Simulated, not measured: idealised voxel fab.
process module | voxel gate over fins
cross-section cut | 270 nm wide | cells 5 nm
A cross-section is a grid of square cells, given in bands from the top down. A band is one or more rows of cells.
Each band's line starts with the height of the band's top and of its bottom, in nm. Then come its materials from left to right, each with its width in nm. One material with "throughout" fills the band from edge to edge. "air" is empty space.
Height 0 is the level under which the wafer as received is all one material. The lowest band goes on downwards, as in "0 down".
A width such as "30 to 40" changes by the same amount from each row of cells to the next, from the band's top row to its bottom row.
"no change" after a step means that no cell of the cross-section changed.
closed voids: empty space of 8 cells or more with no open way to the top, each as width x height at its distance from the left edge, in nm
after a step's settings: what the simulator itself notes on the step
overlay nm, on a step with a mask: how far to the right of its planned place the mask lay; to the left if negative
plan
1 op RECEIVE | material Si
2 op CONFORMAL_DEP | material SiN | thk nm 5
3 op PATTERN | tone cover | mask id FINS | material resist | width nm 15 | pitch nm 40 | thk nm 15 | overlay nm 0
4 op DIRECTIONAL_ETCH | etch materials SiN | depth nm 5
5 op DIRECTIONAL_ETCH | etch materials Si | depth nm 30
6 op STRIP | etch materials resist
7 op OXIDIZE | depth nm 5
8 op FILL_DEP | material SiO2 | thk nm 10
9 op CMP | height nm 5
10 op SELECTIVE_ETCH | etch materials SiO2 | depth nm 15
11 op STRIP | etch materials SiN
12 op CONFORMAL_DEP | material HfO2 | thk nm 5
13 op CONFORMAL_DEP | material TiN | thk nm 5
14 op FILL_DEP | material W | thk nm 10
15 op CMP | height nm 15
16 op CONFORMAL_DEP | material SiN | thk nm 5
varied across the wafers: thk nm of step 13. The plan shows the first wafer's value. All wafers start alike
first wafer as received, after step 1
  0 down: Si throughout
  closed voids: none
first wafer at the end, after step 16
  20 to 15: SiN throughout
  15 to 10: W throughout
  10 to 5: W 80 | TiN 25 | W 15 | TiN 25 | W 15 | TiN 25 | W 85
  5 to 0: W 80 | TiN 5 | HfO2 15 | TiN 5 | W 15 | TiN 5 | HfO2 15 | TiN 5 | W 15 | TiN 5 | HfO2 15 | TiN 5 | W 85
  0 to -5: TiN 85 | HfO2 5 | Si 5 | HfO2 5 | TiN 25 | HfO2 5 | Si 5 | HfO2 5 | TiN 25 | HfO2 5 | Si 5 | HfO2 5 | TiN 90
  -5 to -10: HfO2 90 | Si 5 | HfO2 35 | Si 5 | HfO2 35 | Si 5 | HfO2 95
  -10 to -35: SiO2 90 | Si 5 | SiO2 35 | Si 5 | SiO2 35 | Si 5 | SiO2 95
  -35 down: Si throughout
  closed voids: none
last wafer at the end
  20 to 15: SiN throughout
  15 to 5: TiN throughout
  5 to 0: TiN 85 | HfO2 15 | TiN 25 | HfO2 15 | TiN 25 | HfO2 15 | TiN 90
  0 to -5: TiN 85 | HfO2 5 | Si 5 | HfO2 5 | TiN 25 | HfO2 5 | Si 5 | HfO2 5 | TiN 25 | HfO2 5 | Si 5 | HfO2 5 | TiN 90
  -5 to -10: HfO2 90 | Si 5 | HfO2 35 | Si 5 | HfO2 35 | Si 5 | HfO2 95
  -10 to -35: SiO2 90 | Si 5 | SiO2 35 | Si 5 | SiO2 35 | Si 5 | SiO2 95
  -35 down: Si throughout
  closed voids: none
each wafer at the end: cells of each material gained (+) or lost (-) since it was received, then its closed voids
thk nm 5 | +66 HfO2 | -357 Si | +54 SiN | +255 SiO2 | +66 TiN | +132 W | closed voids: none
thk nm 10 | +66 HfO2 | -357 Si | +54 SiN | +255 SiO2 | +132 TiN | +66 W | closed voids: none
thk nm 15 | +66 HfO2 | -357 Si | +54 SiN | +255 SiO2 | +169 TiN | +29 W | closed voids: none
thk nm 20 | +66 HfO2 | -357 Si | +54 SiN | +255 SiO2 | +198 TiN | closed voids: none
